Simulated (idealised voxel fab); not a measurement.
Process module name: voxel trench capacitor
Cross-section cut spans 195 nm and uses square cells 5 nm in size.
The cross-sections in this document take the form of a grid made of square cells. They are written out as bands, in order from top to bottom. Each band consists of one or more rows of cells.
Within each band entry, the heights of the top and of the bottom of the band appear first, in that order and in nm; the materials of the band then follow from left to right, each with its corresponding width in nm. The designation "edge to edge" on a single material indicates that it fills the band from edge to edge; the designation "air" indicates empty space.
We count height from 0. Below that, the starting wafer is all one material. The lowest band never ends at the bottom but goes on down; see "0 nm and below" for how that is written.
A two-number width, for instance "30..40", indicates that the width is equal to the first number in the top row of the band and to the second number in the bottom row, and that it changes by a constant amount per row of cells.
"nothing altered" for a step: no cell of the cross-section changed in that step.
In "Unvented cavities" the enclosed voids are listed, meaning empty spaces of 8 cells or larger without any opening to the top. The form is width x height at distance, distance from the left edge, units nm.
Read whatever lies past the settings on a step's line as the simulator's own remark about the step.
"overlay nm" denotes, for a step that has a mask, the displacement of the mask to the right of its planned place, with negative values corresponding to the left.

**Process steps (planned)**
1: RECEIVE, material Si
2: CONFORMAL_DEP, material SiN, thk nm 10
3: PATTERN, tone open, mask id TRENCH, material resist, width nm 25, pitch nm 45, thk nm 15, overlay nm 0
4: DIRECTIONAL_ETCH, etch materials SiN, depth nm 10
5: DIRECTIONAL_ETCH, etch materials Si, depth nm 30
6: STRIP, etch materials resist
7: CONFORMAL_DEP, material Al2O3, thk nm 5
8: CONFORMAL_DEP, material TiN, thk nm 5
9: FILL_DEP, material W, thk nm 5
10: CMP, height nm 10

**As-received wafer cross-section (after step 1)**
  0 nm and below: Si edge to edge
  Unvented cavities: none

**Post-module cross-section: identical start and plan to those above, one misstep in execution**
  10 nm to 0 nm: 40 of SiN, 5 of TiN, 5 of Al2O3, 5 of W, 5 of Al2O3, 5 of TiN, 20 of SiN, 5 of TiN, 5 of Al2O3, 5 of W, 5 of Al2O3, 5 of TiN, 20 of SiN, 5 of TiN, 5 of Al2O3, 5 of W, 5 of Al2O3, 5 of TiN, 40 of SiN
  0 nm to -20 nm: 40 of Si, 5 of TiN, 5 of Al2O3, 5 of W, 5 of Al2O3, 5 of TiN, 20 of Si, 5 of TiN, 5 of Al2O3, 5 of W, 5 of Al2O3, 5 of TiN, 20 of Si, 5 of TiN, 5 of Al2O3, 5 of W, 5 of Al2O3, 5 of TiN, 40 of Si
  -20 nm to -25 nm: 40 of Si, 5 of TiN, 15 of Al2O3, 5 of TiN, 20 of Si, 5 of TiN, 15 of Al2O3, 5 of TiN, 20 of Si, 5 of TiN, 15 of Al2O3, 5 of TiN, 40 of Si
  -25 nm to -30 nm: 40 of Si, 25 of TiN, 20 of Si, 25 of TiN, 20 of Si, 25 of TiN, 40 of Si
  -30 nm and below: Si edge to edge
  Unvented cavities: none
What broke from the plan during processing? transposition of steps 7 and 8 relative to the planned sequence
